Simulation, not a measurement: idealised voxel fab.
Process module heading - voxel released beams
Section shown: cut. Width: 195 nm. Cell size: 5 nm, square.
In what follows, cross-sections appear as grids of square cells, described through bands that run from the top down, where every band is one or more rows of cells.
Band: top height; bottom height; in nm. Then, left to right: material with width in nm, for each material. "everywhere": a single material spanning edge to edge. "empty": empty space.
Heads up on the height convention: 0 is the point under which the incoming wafer is all one material, and the lowest band has no bottom, it just keeps going down, like "top 0, no bottom".
When a width is written as two numbers, as in "30 to 40", the first number is the width in the top row of cells of the band and the second is the width in its bottom row, and the width changes by the same amount from each row to the next.
"identical to before" after a step means that no cell of the cross-section changed.
For the entry "Voids, enclosed", the listed items are empty spaces with no open way to the top whose size is 8 cells or more; each item follows the pattern width x height at distance, where distance is from the left edge and all three are in nm.
Where a step's line continues beyond its settings, the continuation is a remark by the simulator itself on that step.
When a step includes a mask, the "overlay nm" setting on its line states how far to the right of its planned place that mask lay, and negative values state how far to the left.
[Steps planned for the process]
1) RECEIVE, material Si
2) CONFORMAL_DEP, material SiN, thk nm 5
3) DIRECTIONAL_DEP, material SiO2, thk nm 15
4) DIRECTIONAL_DEP, material aC, thk nm 10
5) PATTERN, tone open, mask id ANCHOR, material resist, width nm 25, thk nm 30, overlay nm 0
6) DIRECTIONAL_ETCH, etch materials aC, depth nm 10
7) STRIP, etch materials resist
8) DIRECTIONAL_ETCH, etch materials SiO2, depth nm 15
9) STRIP, etch materials aC
10) CONFORMAL_DEP, material polySi, thk nm 15
11) MASKED_ETCH, tone cover, mask id BEAM, width nm 120, etch materials polySi, depth nm 15, overlay nm 0
12) STRIP, etch materials SiO2
All wafers enter the flow in the same state. The width nm at step 5 differs from wafer to wafer, and the plan gives the value for the first wafer.
[first wafer as received, after step 1]
- top 0, no bottom  Si everywhere
- Voids, enclosed: none
[The cross-section of the first of several wafers is given below for the end of the module, after its final step, step 12]
- top 35, bottom 20  35 nm empty | 120 nm polySi | 40 nm empty
- top 20, bottom 5  45 nm empty | 25 nm polySi | 125 nm empty
- top 5, bottom 0  SiN everywhere
- top 0, no bottom  Si everywhere
- Voids, enclosed: none
[Last wafer, end of module, cross-section]
- top 35, bottom 20  35 nm empty | 15 nm polySi | 20 nm empty | 85 nm polySi | 40 nm empty
- top 20, bottom 5  35 nm empty | 50 nm polySi | 110 nm empty
- top 5, bottom 0  SiN everywhere
- top 0, no bottom  Si everywhere
- Voids, enclosed: none
[Basically each wafer gets a line in the table, showing it at the end of the module: material by material, the cells it gained (+) or lost (-) since we got it, then its closed voids]
width nm 25 | +39 SiN | +87 polySi | Voids, enclosed: none
width nm 30 | +39 SiN | +90 polySi | Voids, enclosed: none
width nm 35 | +39 SiN | +90 polySi | Voids, enclosed: none
width nm 40 | +39 SiN | +90 polySi | Voids, enclosed: none
width nm 45 | +39 SiN | +90 polySi | Voids, enclosed: none
width nm 50 | +39 SiN | +90 polySi | Voids, enclosed: none
